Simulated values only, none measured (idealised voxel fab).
process module | voxel lift off
cross-section cut | 175 nm wide | cells 5 nm
A cross-section is a grid of square cells, given in bands from the top down. A band is one or more rows of cells.
Each band's line starts with the height of the band's top and of its bottom, in nm. Then come its materials from left to right, each with its width in nm. One material with "throughout" fills the band from edge to edge. "air" is empty space.
Height 0 is the level under which the wafer as received is all one material. The lowest band goes on downwards, as in "0 down".
A width such as "30 to 40" changes by the same amount from each row of cells to the next, from the band's top row to its bottom row.
"no change" after a step means that no cell of the cross-section changed.
closed voids: empty space of 8 cells or more with no open way to the top, each as width x height at its distance from the left edge, in nm
after a step's settings: what the simulator itself notes on the step
overlay nm, on a step with a mask: how far to the right of its planned place the mask lay; to the left if negative
plan
1 op RECEIVE | material Si
2 op CONFORMAL_DEP | material SiO2 | thk nm 15
3 op PATTERN | tone open | mask id LINES | material resist | width nm 20 | pitch nm 45 | thk nm 30 | overlay nm 0
4 op DIRECTIONAL_DEP | material Ru | thk nm 15
5 op STRIP | etch materials resist
6 op CONFORMAL_DEP | material SiO2 | thk nm 5
varied across the wafers: width nm of step 3. The plan shows the first wafer's value. All wafers start alike
first wafer as received, after step 1
  0 down: Si throughout
  closed voids: none
first wafer at the end, after step 6
  35 to 30: air 50 | SiO2 30 | air 15 | SiO2 30 | air 50
  30 to 20: air 50 | SiO2 5 | Ru 20 | SiO2 5 | air 15 | SiO2 5 | Ru 20 | SiO2 5 | air 50
  20 to 15: SiO2 55 | Ru 20 | SiO2 25 | Ru 20 | SiO2 55
  15 to 0: SiO2 throughout
  0 down: Si throughout
  closed voids: none
last wafer at the end
  35 to 30: air 45 | SiO2 40 | air 5 | SiO2 40 | air 45
  30 to 20: air 45 | SiO2 5 | Ru 30 | SiO2 5 | air 5 | SiO2 5 | Ru 30 | SiO2 5 | air 45
  20 to 15: SiO2 50 | Ru 30 | SiO2 15 | Ru 30 | SiO2 50
  15 to 0: SiO2 throughout
  0 down: Si throughout
  closed voids: none
each wafer at the end: cells of each material gained (+) or lost (-) since it was received, then its closed voids
width nm 20 | +24 Ru | +152 SiO2 | closed voids: none
width nm 25 | +30 Ru | +152 SiO2 | closed voids: none
width nm 30 | +36 Ru | +152 SiO2 | closed voids: none
